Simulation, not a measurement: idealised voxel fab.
Process module heading - voxel transistor to metal
Section cut is 280 nm wide and gridded with 5 nm square cells.
If you're reading a cross-section in this doc, picture square cells in a grid; it comes to you as bands, top ones listed first down to the bottom, and a band can be one or more rows of cells.
Basically the band line says how high the top is and how high the bottom is, in nm, and then what's in it from left to right, every material with its width in nm. Empty space shows up as "empty", and if a single material carries "all across" it runs the full band edge to edge.
Height 0 is the level under which the wafer as received is all one material. The lowest band goes on downwards, as in "0 and below".
Width "30..40": first value at the band's top row of cells, second value at its bottom row, equal change from row to row.
A step reported as "no change occurred" is a step in which no cell of the cross-section changed.
Entry "Enclosed cavity list" = empty spaces >= 8 cells with no open way to the top; each as width x height at distance, distance from left edge, all nm.
On each step's line, the part that comes after the settings is the simulator's own comment on the step.
overlay nm, on a step with a mask: how far to the right of its planned place the mask lay; to the left if negative
[Process steps - plan]
1) RECEIVE: material Si
2) OXIDIZE: depth nm 5
3) CONFORMAL_DEP: material SiN, thk nm 15
4) MASKED_ETCH: tone cover, mask id ACTIVE, width nm 100, pitch nm 130, etch materials SiN, depth nm 15, overlay nm 0
5) MASKED_ETCH: tone cover, mask id ACTIVE, width nm 100, pitch nm 130, etch materials SiO2, depth nm 5, overlay nm 0
6) MASKED_ETCH: tone cover, mask id ACTIVE, width nm 100, pitch nm 130, etch materials Si, depth nm 25, overlay nm 0
7) OXIDIZE: depth nm 5
8) FILL_DEP: material SiO2, thk nm 5
9) CMP: height nm 15
10) SELECTIVE_ETCH: etch materials SiO2, depth nm 15
11) STRIP: etch materials SiN
12) SELECTIVE_ETCH: etch materials SiO2, depth nm 5
13) OXIDIZE: depth nm 5
14) DIRECTIONAL_DEP: material polySi, thk nm 20
15) DIRECTIONAL_DEP: material SiCN, thk nm 10
16) MASKED_ETCH: tone cover, mask id GATE, width nm 20, pitch nm 130, etch materials SiCN, depth nm 20, overlay nm 0
17) MASKED_ETCH: tone cover, mask id GATE, width nm 20, pitch nm 130, etch materials polySi, depth nm 30, overlay nm 0
18) CONFORMAL_DEP: material SiN, thk nm 5
19) DIRECTIONAL_ETCH: etch materials SiN, depth nm 5
20) DIRECTIONAL_ETCH: etch materials SiO2, depth nm 5
21) EPI: material pSi, thk nm 5
22) FILL_DEP: material SiO2, thk nm 10
23) CMP: height nm 25
24) DIRECTIONAL_DEP: material SiO2, thk nm 10
25) DIRECTIONAL_DEP: material aC, thk nm 15
26) PATTERN: tone open, mask id CONTACT, material resist, width nm 30, thk nm 30, overlay nm 0
27) DIRECTIONAL_ETCH: etch materials aC, depth nm 15
28) STRIP: etch materials resist
29) DIRECTIONAL_ETCH: etch materials SiO2, depth nm 40
30) STRIP: etch materials aC
31) CONFORMAL_DEP: material TiN, thk nm 5
32) FILL_DEP: material W, thk nm 10
33) CMP: height nm 35
34) CONFORMAL_DEP: material SiN, thk nm 5
35) DIRECTIONAL_DEP: material SiO2, thk nm 15
36) DIRECTIONAL_DEP: material aC, thk nm 10
37) PATTERN: tone open, mask id METAL_1, material resist, width nm 15, thk nm 30, overlay nm 0
38) DIRECTIONAL_ETCH: etch materials aC, depth nm 10
39) STRIP: etch materials resist
40) DIRECTIONAL_ETCH: etch materials SiO2, depth nm 15
41) DIRECTIONAL_ETCH: etch materials SiN, depth nm 5
42) STRIP: etch materials aC
43) CONFORMAL_DEP: material TiN, thk nm 5
44) FILL_DEP: material Cu, thk nm 10
45) CMP: height nm 55
46) CONFORMAL_DEP: material SiN, thk nm 5
[Shown in cross-section is the wafer as received, that is, as it stands after step 1]
* 0 and below | Si all across
* Enclosed cavity list: none
[Sectioned view, first of two wafers, at the close of the module, processed as intended in the plan]
* 60 down to 55 | SiN all across
* 55 down to 40 | SiO2=30; TiN=5; Cu=5; TiN=5; SiO2=60; TiN=5; Cu=5; TiN=5; SiO2=40; TiN=5; Cu=5; TiN=5; SiO2=60; TiN=5; Cu=5; TiN=5; SiO2=30
* 40 down to 35 | SiN=30; TiN=15; SiN=60; TiN=15; SiN=40; TiN=15; SiN=60; TiN=15; SiN=30
* 35 down to 25 | SiO2=30; TiN=5; W=20; TiN=5; SiO2=30; TiN=5; W=20; TiN=5; SiO2=40; TiN=5; W=20; TiN=5; SiO2=30; TiN=5; W=20; TiN=5; SiO2=30
* 25 down to 15 | SiO2=30; TiN=5; W=20; TiN=5; SiN=5; SiCN=20; SiN=5; TiN=5; W=20; TiN=5; SiO2=40; TiN=5; W=20; TiN=5; SiN=5; SiCN=20; SiN=5; TiN=5; W=20; TiN=5; SiO2=30
* 15 down to 0 | SiO2=30; TiN=5; W=20; TiN=5; SiN=5; polySi=20; SiN=5; TiN=5; W=20; TiN=5; SiO2=40; TiN=5; W=20; TiN=5; SiN=5; polySi=20; SiN=5; TiN=5; W=20; TiN=5; SiO2=30
* 0 down to -5 | SiO2=30; TiN=30; SiN=5; polySi=20; SiN=5; TiN=30; SiO2=40; TiN=30; SiN=5; polySi=20; SiN=5; TiN=30; SiO2=30
* -5 down to -10 | SiO2=25; pSi=35; SiO2=30; pSi=35; SiO2=30; pSi=35; SiO2=30; pSi=35; SiO2=25
* -10 down to -35 | SiO2=30; Si=90; SiO2=40; Si=90; SiO2=30
* -35 and below | Si all across
* Enclosed cavity list: none
[Presented here is a cross-section of the second of the two wafers as it stood at the end of the module. It was started in the same manner and assigned the same plan as the first wafer; however, one mistake was made in its execution]
* 60 down to 55 | SiN all across
* 55 down to 40 | SiO2=30; TiN=5; Cu=5; TiN=5; SiO2=60; TiN=5; Cu=5; TiN=5; SiO2=40; TiN=5; Cu=5; TiN=5; SiO2=60; TiN=5; Cu=5; TiN=5; SiO2=30
* 40 down to 35 | SiN=30; TiN=15; SiN=60; TiN=15; SiN=40; TiN=15; SiN=60; TiN=15; SiN=30
* 35 down to 25 | SiO2=30; TiN=5; W=20; TiN=5; SiO2=30; TiN=5; W=20; TiN=5; SiO2=40; TiN=5; W=20; TiN=5; SiO2=30; TiN=5; W=20; TiN=5; SiO2=30
* 25 down to 15 | SiO2=30; TiN=5; W=20; TiN=5; SiN=5; SiCN=20; SiN=5; TiN=5; W=20; TiN=5; SiO2=40; TiN=5; W=20; TiN=5; SiN=5; SiCN=20; SiN=5; TiN=5; W=20; TiN=5; SiO2=30
* 15 down to 0 | SiO2=30; TiN=5; W=20; TiN=5; SiN=5; polySi=20; SiN=5; TiN=5; W=20; TiN=5; SiO2=40; TiN=5; W=20; TiN=5; SiN=5; polySi=20; SiN=5; TiN=5; W=20; TiN=5; SiO2=30
* 0 down to -5 | SiO2=30; TiN=30; SiN=5; polySi=20; SiN=5; TiN=30; SiO2=40; TiN=30; SiN=5; polySi=20; SiN=5; TiN=30; SiO2=30
* -5 down to -10 | SiO2=5; SiN=5; SiO2=15; SiN=5; pSi=30; SiO2=30; pSi=30; SiN=5; SiO2=30; SiN=5; pSi=30; SiO2=30; pSi=30; SiN=5; SiO2=15; SiN=5; SiO2=5
* -10 down to -20 | SiO2=5; SiN=5; SiO2=15; SiN=5; SiO2=5; Si=80; SiO2=5; SiN=5; SiO2=30; SiN=5; SiO2=5; Si=80; SiO2=5; SiN=5; SiO2=15; SiN=5; SiO2=5
* -20 down to -25 | SiO2=35; Si=80; SiO2=50; Si=80; SiO2=35
* -25 down to -35 | SiO2=30; Si=90; SiO2=40; Si=90; SiO2=30
* -35 and below | Si all across
* Enclosed cavity list: none
In executing the process, a mistake was made relative to the plan: steps 10 and 11 got flipped, so each one ran where the other should have
Per the end-of-run cell counts, the second wafer holds more or fewer of some materials than the first: Si -12; SiN +18; SiO2 -2; pSi -4
